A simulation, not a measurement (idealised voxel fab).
process module | voxel gate over fins
cross-section cut | 255 nm wide | cells 5 nm
A cross-section is a grid of square cells, given in bands from the top down. A band is one or more rows of cells.
Each band's line starts with the height of the band's top and of its bottom, in nm. Then come its materials from left to right, each with its width in nm. One material with "throughout" fills the band from edge to edge. "air" is empty space.
Height 0 is the level under which the wafer as received is all one material. The lowest band goes on downwards, as in "0 down".
A width such as "30 to 40" changes by the same amount from each row of cells to the next, from the band's top row to its bottom row.
"no change" after a step means that no cell of the cross-section changed.
closed voids: empty space of 8 cells or more with no open way to the top, each as width x height at its distance from the left edge, in nm
after a step's settings: what the simulator itself notes on the step
overlay nm, on a step with a mask: how far to the right of its planned place the mask lay; to the left if negative
plan
1 op RECEIVE | material Si
2 op CONFORMAL_DEP | material SiN | thk nm 5
3 op MASKED_ETCH | tone cover | mask id FINS | width nm 15 | pitch nm 55 | etch materials SiN | depth nm 5 | overlay nm 0
4 op MASKED_ETCH | tone cover | mask id FINS | width nm 15 | pitch nm 55 | etch materials Si | depth nm 40 | overlay nm 0
5 op FILL_DEP | material SiO2 | thk nm 5
6 op CMP | height nm 5
7 op PATTERN | tone open | mask id RAIL | material resist | width nm 15 | thk nm 20 | overlay nm 0
8 op DIRECTIONAL_ETCH | etch materials SiO2 | depth nm 40
9 op STRIP | etch materials resist
10 op CONFORMAL_DEP | material TiN | thk nm 5
11 op FILL_DEP | material Ru | thk nm 5
12 op CMP | height nm 5
13 op SELECTIVE_ETCH | etch materials W Ru TiN | depth nm 25
14 op FILL_DEP | material SiO2 | thk nm 5
15 op CMP | height nm 5
16 op SELECTIVE_ETCH | etch materials SiO2 | depth nm 15
17 op STRIP | etch materials SiN
18 op CONFORMAL_DEP | material HfO2 | thk nm 5
19 op CONFORMAL_DEP | material TiN | thk nm 5
20 op CONFORMAL_DEP | material TiAl | thk nm 5
21 op CONFORMAL_DEP | material TiN | thk nm 5
22 op FILL_DEP | material W | thk nm 15
23 op CMP | height nm 30
24 op CONFORMAL_DEP | material SiN | thk nm 10
as received, after step 1
  0 down: Si throughout
  closed voids: none
a wafer at the end: this start, this plan, one mistake
  40 to 30: SiN throughout
  30 to 20: W throughout
  20 to 15: W 15 | TiN 220 | W 20
  15 to 10: W 15 | TiN 5 | TiAl 45 | TiN 10 | TiAl 45 | TiN 10 | TiAl 45 | TiN 10 | TiAl 45 | TiN 5 | W 20
  10 to 5: TiN 20 | TiAl 5 | TiN 35 | TiAl 5 | TiN 10 | TiAl 5 | TiN 35 | TiAl 5 | TiN 10 | TiAl 5 | TiN 35 | TiAl 5 | TiN 10 | TiAl 5 | TiN 35 | TiAl 5 | TiN 25
  5 to 0: TiAl 25 | TiN 5 | HfO2 25 | TiN 5 | TiAl 20 | TiN 5 | HfO2 25 | TiN 5 | TiAl 20 | TiN 5 | HfO2 25 | TiN 5 | TiAl 20 | TiN 5 | HfO2 25 | TiN 5 | TiAl 30
  0 to -5: TiN 30 | HfO2 5 | Si 15 | HfO2 5 | TiN 30 | HfO2 5 | Si 15 | HfO2 5 | TiN 30 | HfO2 5 | Si 15 | HfO2 5 | TiN 30 | HfO2 5 | Si 15 | HfO2 5 | TiN 35
  -5 to -10: HfO2 35 | Si 15 | HfO2 40 | Si 15 | HfO2 40 | Si 15 | HfO2 40 | Si 15 | HfO2 40
  -10 to -20: SiO2 35 | Si 15 | SiO2 40 | Si 15 | SiO2 40 | Si 15 | SiO2 40 | Si 15 | SiO2 40
  -20 to -30: Ru 30 | TiN 5 | Si 15 | TiN 10 | SiO2 15 | TiN 5 | Ru 5 | TiN 5 | Si 15 | TiN 5 | Ru 30 | TiN 5 | Si 15 | TiN 5 | Ru 30 | TiN 5 | Si 15 | TiN 5 | Ru 35
  -30 to -35: TiN 35 | Si 15 | TiN 10 | SiO2 15 | TiN 15 | Si 15 | TiN 40 | Si 15 | TiN 40 | Si 15 | TiN 40
  -35 to -40: SiO2 35 | Si 15 | SiO2 40 | Si 15 | SiO2 40 | Si 15 | SiO2 40 | Si 15 | SiO2 40
  -40 down: Si throughout
  closed voids: none
what went wrong: step 7 ran as: op PATTERN | tone cover | mask id RAIL | material resist | width nm 15 | thk nm 20 | overlay nm 0
